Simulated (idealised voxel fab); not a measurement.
process module | voxel quadruple lines
cross-section cut | 255 nm wide | cells 5 nm
A cross-section is a grid of square cells, given in bands from the top down. A band is one or more rows of cells.
Each band's line starts with the height of the band's top and of its bottom, in nm. Then come its materials from left to right, each with its width in nm. One material with "throughout" fills the band from edge to edge. "air" is empty space.
Height 0 is the level under which the wafer as received is all one material. The lowest band goes on downwards, as in "0 down".
A width such as "30 to 40" changes by the same amount from each row of cells to the next, from the band's top row to its bottom row.
"no change" after a step means that no cell of the cross-section changed.
closed voids: empty space of 8 cells or more with no open way to the top, each as width x height at its distance from the left edge, in nm
after a step's settings: what the simulator itself notes on the step
overlay nm, on a step with a mask: how far to the right of its planned place the mask lay; to the left if negative
plan
1 op RECEIVE | material Si
2 op CONFORMAL_DEP | material Al2O3 | thk nm 5
3 op DIRECTIONAL_DEP | material W | thk nm 15
4 op DIRECTIONAL_DEP | material polySi | thk nm 20
5 op DIRECTIONAL_DEP | material aC | thk nm 20
6 op PATTERN | tone cover | mask id MANDREL | material resist | width nm 20 | pitch nm 60 | thk nm 25 | overlay nm 0
7 op DIRECTIONAL_ETCH | etch materials aC | depth nm 20
8 op STRIP | etch materials resist
9 op CONFORMAL_DEP | material SiO2 | thk nm 10
10 op DIRECTIONAL_ETCH | etch materials SiO2 | depth nm 10
11 op STRIP | etch materials aC
12 op DIRECTIONAL_ETCH | etch materials polySi | depth nm 20
13 op STRIP | etch materials SiO2
14 op CONFORMAL_DEP | material SiN | thk nm 5
15 op DIRECTIONAL_ETCH | etch materials SiN | depth nm 5
16 op STRIP | etch materials polySi
17 op DIRECTIONAL_ETCH | etch materials W | depth nm 15
18 op STRIP | etch materials SiN
19 op FILL_DEP | material lowk | thk nm 5
20 op CMP | height nm 20
as received, after step 1
  0 down: Si throughout
  closed voids: none
a wafer at the end: this start, this plan, one mistake
  20 to 15: lowk throughout
  15 to 5: lowk 70 | W 5 | lowk 10 | W 5 | lowk 10 | W 5 | lowk 10 | W 5 | lowk 10 | W 5 | lowk 10 | W 5 | lowk 10 | W 5 | lowk 10 | W 5 | lowk 75
  5 to 0: Al2O3 throughout
  0 down: Si throughout
  closed voids: none
what went wrong: step 3 ran as: op DIRECTIONAL_DEP | material W | thk nm 10
